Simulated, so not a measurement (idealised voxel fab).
The following is a process module called voxel self aligned vias.
cross-section cut | 285 nm wide | cells 5 nm
Notation: cross-section as square-cell grid; stated in bands, top first, going down; one or more cell rows per band. The band entry comprises the height of the band's top followed by the height of its bottom, expressed in nm, and subsequently the band's materials from left to right, each stated together with its width in nm. Where a single material is marked with the word "throughout", that material fills the band from edge to edge. The word "blank" represents empty space. All heights in this document are referenced to 0, defined as the level beneath which the wafer, as received, consists entirely of one material. The lowest band is not bounded below; it extends indefinitely downward and is written in the form "0 -> down". You'd read "30 to 40" like this: the band's top row of cells is as wide as the first number, its bottom row is as wide as the second, and going down, every row changes width by the same amount as the row before did. What does "identical to before" mean for a step? It means no cell of the cross-section changed in that step. Heads up: "Closed void listing" only lists the empty pockets with no open path to the top that are 8 cells or more, and it writes them as width x height at distance, distance from the left edge, in nm. The remark found on a step's line after its settings is issued by the simulator itself and pertains to that step. overlay nm: mask offset rightward from planned place, masked step; negative means leftward offset.

Process steps - plan:
1,op RECEIVE | material Si
2,op CONFORMAL_DEP | material SiO2 | thk nm 15
3,op CONFORMAL_DEP | material SiCN | thk nm 5
4,op DIRECTIONAL_DEP | material lowk | thk nm 25
5,op PATTERN | tone open | mask id LINES | material resist | width nm 30 | pitch nm 70 | thk nm 20 | overlay nm 0
6,op DIRECTIONAL_ETCH | etch materials lowk | depth nm 25
7,op STRIP | etch materials resist
8,op CONFORMAL_DEP | material TiN | thk nm 5
9,op FILL_DEP | material Ru | thk nm 10
10,op CMP | height nm 45
11,op SELECTIVE_ETCH | etch materials W Ru TiN | depth nm 5
12,op FILL_DEP | material SiN | thk nm 10
13,op CMP | height nm 45
14,op DIRECTIONAL_DEP | material lowk | thk nm 20
15,op PATTERN | tone open | mask id VIAS | material resist | width nm 40 | pitch nm 70 | thk nm 15 | overlay nm 0
16,op DIRECTIONAL_ETCH | etch materials lowk | depth nm 20
17,op DIRECTIONAL_ETCH | etch materials SiN | depth nm 5
18,op STRIP | etch materials resist
19,op CONFORMAL_DEP | material TiN | thk nm 5
20,op FILL_DEP | material Cu | thk nm 10
21,op CMP | height nm 65
22,op CONFORMAL_DEP | material SiN | thk nm 5

As-received wafer cross-section (after step 1):
	0 -> down | Si throughout
	Closed void listing: none

Starting wafer: above. Plan: above. Run: one mistake. Cross-section after the module: below:
	70 -> 65 | SiN throughout
	65 -> 45 | lowk=85 / TiN=5 / Cu=30 / TiN=5 / lowk=30 / TiN=5 / Cu=30 / TiN=5 / lowk=90
	45 -> 40 | lowk=85 / TiN=40 / lowk=30 / TiN=40 / lowk=90
	40 -> 35 | lowk=85 / TiN=10 / Ru=20 / TiN=10 / lowk=30 / TiN=10 / Ru=20 / TiN=10 / lowk=90
	35 -> 25 | lowk=90 / TiN=5 / Ru=20 / TiN=5 / lowk=40 / TiN=5 / Ru=20 / TiN=5 / lowk=95
	25 -> 20 | lowk=90 / TiN=30 / lowk=40 / TiN=30 / lowk=95
	20 -> 15 | SiCN throughout
	15 -> 0 | SiO2 throughout
	0 -> down | Si throughout
	Closed void listing: none
Heads up, the wafer didn't run the way we planned it: step 16 ran differently from the plan; actual operation with settings: op DIRECTIONAL_ETCH | etch materials lowk | depth nm 30
